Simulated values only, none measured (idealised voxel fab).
Process module under the name voxel capacitor over wiring
Cross-sectional view cut (width: 175 nm; square cell size: 5 nm).
Bands, listed from the top down, are how a cross-section gets written in this document; the cross-section itself is a grid of square cells, and a band is one or more rows of them.
The entry gives the band's vertical extent as a top height and a bottom height in nm, then its horizontal make-up as materials from left to right, each with a width in nm. "empty" stands for empty space; a single material marked "full width" fills the band edge to edge.
Below 0: as-received wafer, all one material; heights counted from there. Lowest band: no bottom, goes on down, written "z 0 and below".
Top row gets the first number, bottom row gets the second, and each row in between changes by the same step: that is how a band width like "30->40" works.
The cross-section has no changed cell in any step marked "nothing was modified".
Heads up: "Completely sealed voids" only lists the empty pockets with no open path to the top that are 8 cells or more, and it writes them as width x height at distance, distance from the left edge, in nm.
after a step's settings: what the simulator itself notes on the step
overlay nm: mask right of planned place by this much (step with mask). Neg. = left.

## Intended process steps
1) RECEIVE (material Si)
2) CONFORMAL_DEP (material SiO2; thk nm 10)
3) DIRECTIONAL_DEP (material TiN; thk nm 5)
4) DIRECTIONAL_DEP (material W; thk nm 20)
5) DIRECTIONAL_DEP (material aC; thk nm 10)
6) PATTERN (tone cover; mask id METAL_1; material resist; width nm 30; pitch nm 80; thk nm 25; overlay nm 0)
7) DIRECTIONAL_ETCH (etch materials aC; depth nm 10)
8) STRIP (etch materials resist)
9) DIRECTIONAL_ETCH (etch materials W; depth nm 20)
10) DIRECTIONAL_ETCH (etch materials TiN; depth nm 5)
11) STRIP (etch materials aC)
12) CONFORMAL_DEP (material SiCN; thk nm 5)
13) FILL_DEP (material lowk; thk nm 10)
14) CMP (height nm 35)
15) CONFORMAL_DEP (material SiCN; thk nm 5)
16) DIRECTIONAL_DEP (material lowk; thk nm 10)
17) PATTERN (tone open; mask id PLUG_1; material resist; width nm 15; thk nm 15; overlay nm 0)
18) DIRECTIONAL_ETCH (etch materials lowk; depth nm 10)
19) DIRECTIONAL_ETCH (etch materials SiCN; depth nm 5)
20) STRIP (etch materials resist)
21) EPI (material Ru; thk nm 10)
22) EPI (material Ru; thk nm 5)
23) DIRECTIONAL_DEP (material TiN; thk nm 10)
24) DIRECTIONAL_DEP (material SiN; thk nm 5)
25) DIRECTIONAL_DEP (material TiN; thk nm 10)
26) PATTERN (tone cover; mask id UPPER_PLATE; material resist; width nm 55; thk nm 15; overlay nm 0)
27) DIRECTIONAL_ETCH (etch materials TiN; depth nm 10)
28) DIRECTIONAL_ETCH (etch materials SiN; depth nm 5)
29) STRIP (etch materials resist)
30) MASKED_ETCH (tone cover; mask id LOWER_PLATE; width nm 65; etch materials TiN; depth nm 10; overlay nm 0)
31) FILL_DEP (material SiO2; thk nm 20)
32) CMP (height nm 90)
33) PATTERN (tone open; mask id PLUG_2; material resist; width nm 15; thk nm 15; overlay nm 0)
34) DIRECTIONAL_ETCH (etch materials SiO2; depth nm 15)
35) STRIP (etch materials resist)
36) CONFORMAL_DEP (material TiN; thk nm 5)
37) FILL_DEP (material Ru; thk nm 10)
38) CMP (height nm 90)
39) CONFORMAL_DEP (material SiCN; thk nm 5)

## On the first of the two wafers: run conducted according to plan

## As-received wafer cross-section (after step 1)
    z 0 and below: Si full width
    Completely sealed voids: none

## Sectional view: wafer, after step 2
    z 10 to 0: SiO2 full width
    Under the height 0 nothing was changed.

## Sectional view: wafer, after step 3
    z 15 to 10: TiN full width
    Under the height 10 nothing was changed.

## Sectional view: wafer, after step 4
    z 35 to 15: W full width
    Under the height 15 nothing was changed.

## Sectional view: wafer, after step 5
    z 45 to 35: aC full width
    Under the height 35 nothing was changed.

## Sectional view: wafer, after step 6
    z 70 to 45: empty 30  resist 30  empty 50  resist 30  empty 35
    Under the height 45 nothing was changed.

## Sectional view: wafer, after step 7
    z 60 to 45: empty 30  resist 30  empty 50  resist 30  empty 35
    z 45 to 35: empty 30  aC 30  empty 50  aC 30  empty 35
    Under the height 35 nothing was changed.

## Sectional view: wafer, after step 8
    z 45 to 35: empty 30  aC 30  empty 50  aC 30  empty 35
    Under the height 35 nothing was changed.

## Sectional view: wafer, after step 9
    z 45 to 35: empty 30  aC 30  empty 50  aC 30  empty 35
    z 35 to 15: empty 30  W 30  empty 50  W 30  empty 35
    Under the height 15 nothing was changed.

## Sectional view: wafer, after step 10
    z 45 to 35: empty 30  aC 30  empty 50  aC 30  empty 35
    z 35 to 15: empty 30  W 30  empty 50  W 30  empty 35
    z 15 to 10: empty 30  TiN 30  empty 50  TiN 30  empty 35
    Under the height 10 nothing was changed.

## Sectional view: wafer, after step 11
    z 35 to 15: empty 30  W 30  empty 50  W 30  empty 35
    Under the height 15 nothing was changed.

## Sectional view: wafer, after step 12
    z 40 to 35: empty 25  SiCN 40  empty 40  SiCN 40  empty 30
    z 35 to 15: empty 25  SiCN 5  W 30  SiCN 5  empty 40  SiCN 5  W 30  SiCN 5  empty 30
    z 15 to 10: SiCN 30  TiN 30  SiCN 50  TiN 30  SiCN 35
    Under the height 10 nothing was changed.

## Sectional view: wafer, after step 13
    z 50 to 40: lowk full width
    z 40 to 35: lowk 25  SiCN 40  lowk 40  SiCN 40  lowk 30
    z 35 to 15: lowk 25  SiCN 5  W 30  SiCN 5  lowk 40  SiCN 5  W 30  SiCN 5  lowk 30
    Under the height 15 nothing was changed.

## Sectional view: wafer, after step 14
    z 35 to 15: lowk 25  SiCN 5  W 30  SiCN 5  lowk 40  SiCN 5  W 30  SiCN 5  lowk 30
    Under the height 15 nothing was changed.

## Sectional view: wafer, after step 15
    z 40 to 35: SiCN full width
    Under the height 35 nothing was changed.

## Sectional view: wafer, after step 16
    z 50 to 40: lowk full width
    Under the height 40 nothing was changed.

## Sectional view: wafer, after step 17
    z 65 to 50: resist 45  empty 15  resist 115
    Under the height 50 nothing was changed.

## Sectional view: wafer, after step 18
    z 65 to 50: resist 45  empty 15  resist 115
    z 50 to 40: lowk 45  empty 15  lowk 115
    Under the height 40 nothing was changed.

## Sectional view: wafer, after step 19
    z 65 to 50: resist 45  empty 15  resist 115
    z 50 to 40: lowk 45  empty 15  lowk 115
    z 40 to 35: SiCN 45  empty 15  SiCN 115
    Under the height 35 nothing was changed.

## Sectional view: wafer, after step 20
    z 50 to 40: lowk 45  empty 15  lowk 115
    Under the height 40 nothing was changed.

## Sectional view: wafer, after step 21
    z 50 to 45: lowk 45  empty 15  lowk 115
    z 45 to 40: lowk 45  Ru 15  lowk 115
    z 40 to 35: SiCN 45  Ru 15  SiCN 115
    Under the height 35 nothing was changed.

## Sectional view: wafer, after step 22
    z 50 to 40: lowk 45  Ru 15  lowk 115
    Under the height 40 nothing was changed.

## Sectional view: wafer, after step 23
    z 60 to 50: TiN full width
    Under the height 50 nothing was changed.

## Sectional view: wafer, after step 24
    z 65 to 60: SiN full width
    Under the height 60 nothing was changed.

## Sectional view: wafer, after step 25
    z 75 to 65: TiN full width
    Under the height 65 nothing was changed.

## Sectional view: wafer, after step 26
    z 90 to 75: empty 45  resist 55  empty 75
    Under the height 75 nothing was changed.

## Sectional view: wafer, after step 27
    z 90 to 75: empty 45  resist 55  empty 75
    z 75 to 65: empty 45  TiN 55  empty 75
    Under the height 65 nothing was changed.

## Sectional view: wafer, after step 28
    z 90 to 75: empty 45  resist 55  empty 75
    z 75 to 65: empty 45  TiN 55  empty 75
    z 65 to 60: empty 45  SiN 55  empty 75
    Under the height 60 nothing was changed.

## Sectional view: wafer, after step 29
    z 75 to 65: empty 45  TiN 55  empty 75
    Under the height 65 nothing was changed.

## Sectional view: wafer, after step 30
    z 75 to 65: empty 45  TiN 55  empty 75
    z 65 to 60: empty 45  SiN 55  empty 75
    z 60 to 50: empty 40  TiN 65  empty 70
    Under the height 50 nothing was changed.

## Sectional view: wafer, after step 31
    z 95 to 75: SiO2 full width
    z 75 to 65: SiO2 45  TiN 55  SiO2 75
    z 65 to 60: SiO2 45  SiN 55  SiO2 75
    z 60 to 50: SiO2 40  TiN 65  SiO2 70
    Under the height 50 nothing was changed.

## Sectional view: wafer, after step 32
    z 90 to 75: SiO2 full width
    Under the height 75 nothing was changed.

## Sectional view: wafer, after step 33
    z 105 to 90: resist 55  empty 15  resist 105
    Under the height 90 nothing was changed.

## Sectional view: wafer, after step 34
    z 105 to 90: resist 55  empty 15  resist 105
    z 90 to 75: SiO2 55  empty 15  SiO2 105
    Under the height 75 nothing was changed.

## Sectional view: wafer, after step 35
    z 90 to 75: SiO2 55  empty 15  SiO2 105
    Under the height 75 nothing was changed.

## Sectional view: wafer, after step 36
    z 95 to 90: TiN 60  empty 5  TiN 110
    z 90 to 80: SiO2 55  TiN 5  empty 5  TiN 5  SiO2 105
    z 80 to 75: SiO2 55  TiN 15  SiO2 105
    Under the height 75 nothing was changed.

## Sectional view: wafer, after step 37
    z 105 to 95: Ru full width
    z 95 to 90: TiN 60  Ru 5  TiN 110
    z 90 to 80: SiO2 55  TiN 5  Ru 5  TiN 5  SiO2 105
    Under the height 80 nothing was changed.

## Sectional view: wafer, after step 38
    z 90 to 80: SiO2 55  TiN 5  Ru 5  TiN 5  SiO2 105
    Under the height 80 nothing was changed.

## Sectional view: wafer, after step 39
    z 95 to 90: SiCN full width
    Under the height 90 nothing was changed.

## Second of two: same start, same plan, one run error; steps up to and including 32 match the first

## Second wafer, cross-section, planned end of step 33
    z 105 to 90: resist 65  empty 15  resist 95
    Under the height 90 nothing was changed.

## Second wafer, cross-section, planned end of step 34
    z 105 to 90: resist 65  empty 15  resist 95
    z 90 to 75: SiO2 65  empty 15  SiO2 95
    Under the height 75 nothing was changed.

## Second wafer, cross-section, planned end of step 35
    z 90 to 75: SiO2 65  empty 15  SiO2 95
    Under the height 75 nothing was changed.

## Second wafer, cross-section, planned end of step 36
    z 95 to 90: TiN 70  empty 5  TiN 100
    z 90 to 80: SiO2 65  TiN 5  empty 5  TiN 5  SiO2 95
    z 80 to 75: SiO2 65  TiN 15  SiO2 95
    Under the height 75 nothing was changed.

## Second wafer, cross-section, planned end of step 37
    z 105 to 95: Ru full width
    z 95 to 90: TiN 70  Ru 5  TiN 100
    z 90 to 80: SiO2 65  TiN 5  Ru 5  TiN 5  SiO2 95
    Under the height 80 nothing was changed.

## Second wafer, cross-section, planned end of step 38
    z 90 to 80: SiO2 65  TiN 5  Ru 5  TiN 5  SiO2 95
    Under the height 80 nothing was changed.

## Second wafer, cross-section, planned end of step 39
    z 95 to 90: SiCN full width
    Under the height 90 nothing was changed.
Error vs. plan: so step 33 ended up running with a different setting than we planned, it ran as PATTERN (tone open; mask id PLUG_2; material resist; width nm 15; thk nm 15; overlay nm 10)
Final wafers compared: equal cell tally per material, rearranged layout.
